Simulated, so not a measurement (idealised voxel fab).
Name of the process module below: voxel lift off
Cross-section cut spans 245 nm and uses square cells 5 nm in size.
Each cross-section below is a grid of square cells, stated as bands in top-down order, with one or more rows of cells making up each band. Band: top height; bottom height; in nm. Then, left to right: material with width in nm, for each material. "edge to edge": a single material spanning edge to edge. "air": empty space. Counting heights begins at 0, where everything beneath is, in the wafer as received, one material. The lowest band has no bottom; it goes on downwards, as "0..down" shows. Width: "30..40" (first number = top row, second number = bottom row, same change from row to row of cells). Key: "no alterations made" - step with no changed cell in the cross-section. Any empty space of 8 cells or more lacking an open way to the top shows up in "Closed cavity list" as width x height at distance, distance from the left edge, in nm. Anything after a step's settings on that line? It's the simulator's own note about the step. The "overlay nm" setting may appear on a step's line; for a step that uses a mask, it gives how far to the right of its planned position the mask lay, and a negative value indicates the left.

### Planned step list for the process
1. RECEIVE with material Si
2. CONFORMAL_DEP with material SiO2, thk nm 5
3. PATTERN with tone open, mask id LINES, material resist, width nm 30, pitch nm 55, thk nm 20, overlay nm 0
4. DIRECTIONAL_DEP with material Ru, thk nm 10
5. STRIP with etch materials resist
6. CONFORMAL_DEP with material SiO2, thk nm 5

### The first of two wafers, run as planned

### Cross-section, incoming material, after step 1
0..down: Si edge to edge
Closed cavity list: none

### Step 2 done - wafer cross-section
5..0: SiO2 edge to edge
Unchanged below 0.

### Step 3 done - wafer cross-section
25..5: 80 resist | 30 air | 25 resist | 30 air | 80 resist
Unchanged below 5.

### Step 4 done - wafer cross-section
35..25: 80 Ru | 30 air | 25 Ru | 30 air | 80 Ru
25..15: 80 resist | 30 air | 25 resist | 30 air | 80 resist
15..5: 80 resist | 30 Ru | 25 resist | 30 Ru | 80 resist
Unchanged below 5.

### Step 5 done - wafer cross-section
15..5: 80 air | 30 Ru | 25 air | 30 Ru | 80 air
Unchanged below 5.

### Step 6 done - wafer cross-section
20..15: 75 air | 40 SiO2 | 15 air | 40 SiO2 | 75 air
15..10: 75 air | 5 SiO2 | 30 Ru | 5 SiO2 | 15 air | 5 SiO2 | 30 Ru | 5 SiO2 | 75 air
10..5: 80 SiO2 | 30 Ru | 25 SiO2 | 30 Ru | 80 SiO2
Unchanged below 5.

### Wafer two. Identical start, identical plan. One mistake in execution. Identical history through step 3

### Second wafer profile in section, at the moment step 4 of the plan was meant to be complete
40..25: 80 Ru | 30 air | 25 Ru | 30 air | 80 Ru
25..20: 80 resist | 30 air | 25 resist | 30 air | 80 resist
20..5: 80 resist | 30 Ru | 25 resist | 30 Ru | 80 resist
Unchanged below 5.

### Second wafer profile in section, at the moment step 5 of the plan was meant to be complete
20..5: 80 air | 30 Ru | 25 air | 30 Ru | 80 air
Unchanged below 5.

### Second wafer profile in section, at the moment step 6 of the plan was meant to be complete
25..20: 75 air | 40 SiO2 | 15 air | 40 SiO2 | 75 air
20..10: 75 air | 5 SiO2 | 30 Ru | 5 SiO2 | 15 air | 5 SiO2 | 30 Ru | 5 SiO2 | 75 air
10..5: 80 SiO2 | 30 Ru | 25 SiO2 | 30 Ru | 80 SiO2
Unchanged below 5.
Where did the run depart from the plan? in deviation from the planned setting, step 4 was conducted as DIRECTIONAL_DEP with material Ru, thk nm 15
Final tally in cells, some materials are higher or lower on the second wafer than on the first: +12 Ru | +4 SiO2
